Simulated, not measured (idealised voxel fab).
Name of the process module below: voxel lift off
In the cross-section labelled cut, the width is 175 nm and each square cell is 5 nm.
A cross-section is a grid of square cells, given in bands from the top down. A band is one or more rows of cells. A band entry consists of two parts. The first gives the height of the band's top and the height of its bottom, in nm. The rest lists the band's materials from left to right, each with its width in nm. A single material labelled with the word "full width" fills the band from edge to edge, and the word "empty" marks empty space. It should be noted that heights are counted from 0, beneath which the wafer as supplied is of one material throughout, and that the lowest band possesses no lower boundary but continues downward, as written in "0 down". A width given as "30->40" starts at the first number in the band's top row and ends at the second number in its bottom row, shifting by an equal amount at every step from row to row. Basically "remained the same" means that step didn't change any cell in the cross-section. Under "Sealed cavities" you'll find the enclosed gaps, the ones with no way out to the top, that are 8 cells or bigger; each reads width x height at distance, with distance counted from the left edge, everything in nm. Text after the settings on a step's line: the simulator's own remark on that step. Regarding "overlay nm": on a step with a mask, it is the distance the mask lay to the right of its planned place; a negative value places it to the left.

THESE ARE THE STEPS WE PLANNED FOR THE PROCESS
1 RECEIVE [material Si]
2 CONFORMAL_DEP [material SiO2] [thk nm 5]
3 PATTERN [tone open] [mask id LINES] [material resist] [width nm 15] [pitch nm 40] [thk nm 20] [overlay nm 0]
4 DIRECTIONAL_DEP [material Ru] [thk nm 5]
5 STRIP [etch materials resist]
6 CONFORMAL_DEP [material SiO2] [thk nm 10]

DELIVERED WAFER IN CROSS-SECTION: STATE AFTER STEP 1
  0 down = Si full width
  Sealed cavities: none

BELOW IS THE WAFER IN CROSS-SECTION AFTER THE MODULE WAS COMPLETED. IT BEGAN FROM THE STARTING POINT SHOWN ABOVE AND FOLLOWED THE PLAN SHOWN ABOVE, EXCEPT THAT ONE MISTAKE WAS MADE WHILE RUNNING IT
  15 to 10 = 10 empty / 35 SiO2 / 5 empty / 35 SiO2 / 5 empty / 35 SiO2 / 5 empty / 35 SiO2 / 10 empty
  10 to 5 = SiO2 full width
  5 to 0 = 20 SiO2 / 15 Ru / 25 SiO2 / 15 Ru / 25 SiO2 / 15 Ru / 25 SiO2 / 15 Ru / 20 SiO2
  0 down = Si full width
  Sealed cavities: none
Which mistake was made when the wafer was run? step 2 of the plan never got run, it was skipped over
